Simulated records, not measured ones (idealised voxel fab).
Presented below is a process module, voxel ribs on slabs.
The width of the displayed cross-section, cut, is 230 nm; its cells are square, with a size of 5 nm.
Square cells in a grid make up a cross-section in this document, and the grid is given as bands, listed from the top down, each one or more rows of cells.
Within each band entry, the heights of the top and of the bottom of the band appear first, in that order and in nm; the materials of the band then follow from left to right, each with its corresponding width in nm. The designation "throughout" on a single material indicates that it fills the band from edge to edge; the designation "air" indicates empty space.
Note: height 0 marks the level under which the wafer is uniformly one material as received. Lowest band unbounded below, written "0 -> down".
Width spec "30 to 40" -> top row of cells at first value, bottom row at second value, equal per-row change in between.
"no change" (step): cross-section cells unchanged, all of them.
The list in "Catalogued sealed voids" covers empty spaces of 8 cells or more that cannot reach the top through any open way, and it gives each as width x height at distance; the distance is from the left edge, and width, height and distance are in nm.
after a step's settings: what the simulator itself notes on the step
For masked steps, "overlay nm" on the step line gives how far right of plan the mask actually lay; a minus sign means it lay to the left.

List of planned process steps:
step 1: RECEIVE | material Si
step 2: DIRECTIONAL_DEP | material SiO2 | thk nm 30
step 3: DIRECTIONAL_DEP | material SiN | thk nm 25
step 4: DIRECTIONAL_DEP | material aC | thk nm 10
step 5: PATTERN | tone cover | mask id RIB | material resist | width nm 25 | thk nm 25 | overlay nm 0
step 6: DIRECTIONAL_ETCH | etch materials aC | depth nm 10
step 7: STRIP | etch materials resist
step 8: DIRECTIONAL_ETCH | etch materials SiN | depth nm 10
step 9: STRIP | etch materials aC
step 10: DIRECTIONAL_DEP | material aC | thk nm 15
step 11: PATTERN | tone cover | mask id SLAB | material resist | width nm 85 | thk nm 30 | overlay nm 0
step 12: DIRECTIONAL_ETCH | etch materials aC | depth nm 15
step 13: STRIP | etch materials resist
step 14: DIRECTIONAL_ETCH | etch materials SiN | depth nm 15
step 15: STRIP | etch materials aC
step 16: FILL_DEP | material SiO2 | thk nm 15
step 17: CMP | height nm 65
step 18: DIRECTIONAL_DEP | material TiN | thk nm 5
step 19: PATTERN | tone cover | mask id HEATER | material resist | width nm 35 | thk nm 20 | overlay nm 0
step 20: DIRECTIONAL_ETCH | etch materials TiN | depth nm 5
step 21: STRIP | etch materials resist
step 22: CONFORMAL_DEP | material SiN | thk nm 10

Cross-section of the wafer upon arrival, representing the state reached after step 1:
* 0 -> down  Si throughout
* Catalogued sealed voids: none

Module complete - cross-section of the first of two wafers, run according to plan:
* 80 -> 75  air 85 / SiN 55 / air 90
* 75 -> 70  SiN throughout
* 70 -> 65  SiN 95 / TiN 35 / SiN 100
* 65 -> 55  SiO2 throughout
* 55 -> 45  SiO2 100 / SiN 25 / SiO2 105
* 45 -> 30  SiO2 70 / SiN 85 / SiO2 75
* 30 -> 0  SiO2 throughout
* 0 -> down  Si throughout
* Catalogued sealed voids: none

End-of-module cross-section of the second wafer: identical starting point and process plan to the first, with one processing mistake:
* 80 -> 75  air 85 / SiN 55 / air 90
* 75 -> 70  SiN throughout
* 70 -> 65  SiN 95 / TiN 35 / SiN 100
* 65 -> 55  SiO2 throughout
* 55 -> 45  SiO2 110 / SiN 25 / SiO2 95
* 45 -> 30  SiO2 70 / SiN 85 / SiO2 75
* 30 -> 0  SiO2 throughout
* 0 -> down  Si throughout
* Catalogued sealed voids: none
Finding, execution versus plan: rather than as planned, step 5 actually ran as PATTERN | tone cover | mask id RIB | material resist | width nm 25 | thk nm 25 | overlay nm 10
If you tally the cells, the second wafer ends up with the same amount of every material as the first; it's all just sitting in different places.
